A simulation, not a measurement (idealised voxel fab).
process module | voxel self aligned vias
cross-section cut | 225 nm wide | cells 5 nm
A cross-section is a grid of square cells, given in bands from the top down. A band is one or more rows of cells.
Each band's line starts with the height of the band's top and of its bottom, in nm. Then come its materials from left to right, each with its width in nm. One material with "throughout" fills the band from edge to edge. "air" is empty space.
Height 0 is the level under which the wafer as received is all one material. The lowest band goes on downwards, as in "0 down".
A width such as "30 to 40" changes by the same amount from each row of cells to the next, from the band's top row to its bottom row.
"no change" after a step means that no cell of the cross-section changed.
closed voids: empty space of 8 cells or more with no open way to the top, each as width x height at its distance from the left edge, in nm
after a step's settings: what the simulator itself notes on the step
overlay nm, on a step with a mask: how far to the right of its planned place the mask lay; to the left if negative
plan
1 op RECEIVE | material Si
2 op CONFORMAL_DEP | material SiO2 | thk nm 10
3 op CONFORMAL_DEP | material SiCN | thk nm 5
4 op DIRECTIONAL_DEP | material lowk | thk nm 20
5 op MASKED_ETCH | tone open | mask id LINES | width nm 30 | pitch nm 55 | etch materials lowk | depth nm 20 | overlay nm 0
6 op CONFORMAL_DEP | material TiN | thk nm 5
7 op FILL_DEP | material Ru | thk nm 10
8 op CMP | height nm 35
9 op SELECTIVE_ETCH | etch materials W Ru TiN | depth nm 5
10 op FILL_DEP | material SiN | thk nm 5
11 op CMP | height nm 35
12 op DIRECTIONAL_DEP | material lowk | thk nm 15
13 op DIRECTIONAL_DEP | material aC | thk nm 10
14 op PATTERN | tone open | mask id VIAS | material resist | width nm 40 | pitch nm 55 | thk nm 30 | overlay nm 0
15 op DIRECTIONAL_ETCH | etch materials aC | depth nm 10
16 op STRIP | etch materials resist
17 op DIRECTIONAL_ETCH | etch materials lowk | depth nm 15
18 op DIRECTIONAL_ETCH | etch materials SiN | depth nm 5
19 op STRIP | etch materials aC
20 op CONFORMAL_DEP | material TiN | thk nm 5
21 op FILL_DEP | material Ru | thk nm 10
22 op CMP | height nm 50
23 op CONFORMAL_DEP | material SiN | thk nm 5
as received, after step 1
  0 down: Si throughout
  closed voids: none
a wafer at the end: this start, this plan, one mistake
  55 to 50: SiN throughout
  50 to 40: lowk 35 | TiN 5 | Ru 30 | TiN 5 | lowk 15 | TiN 5 | Ru 30 | TiN 5 | lowk 15 | TiN 5 | Ru 30 | TiN 5 | lowk 40
  40 to 35: lowk 35 | TiN 40 | lowk 15 | TiN 40 | lowk 15 | TiN 40 | lowk 40
  35 to 30: SiN 35 | TiN 5 | lowk 30 | TiN 5 | SiN 15 | TiN 5 | lowk 30 | TiN 5 | SiN 15 | TiN 5 | lowk 30 | TiN 5 | SiN 40
  30 to 20: Ru 35 | TiN 5 | lowk 30 | TiN 5 | Ru 15 | TiN 5 | lowk 30 | TiN 5 | Ru 15 | TiN 5 | lowk 30 | TiN 5 | Ru 40
  20 to 15: TiN 40 | lowk 30 | TiN 25 | lowk 30 | TiN 25 | lowk 30 | TiN 45
  15 to 10: SiCN throughout
  10 to 0: SiO2 throughout
  0 down: Si throughout
  closed voids: none
what went wrong: step 5 ran as: op MASKED_ETCH | tone cover | mask id LINES | width nm 30 | pitch nm 55 | etch materials lowk | depth nm 20 | overlay nm 0
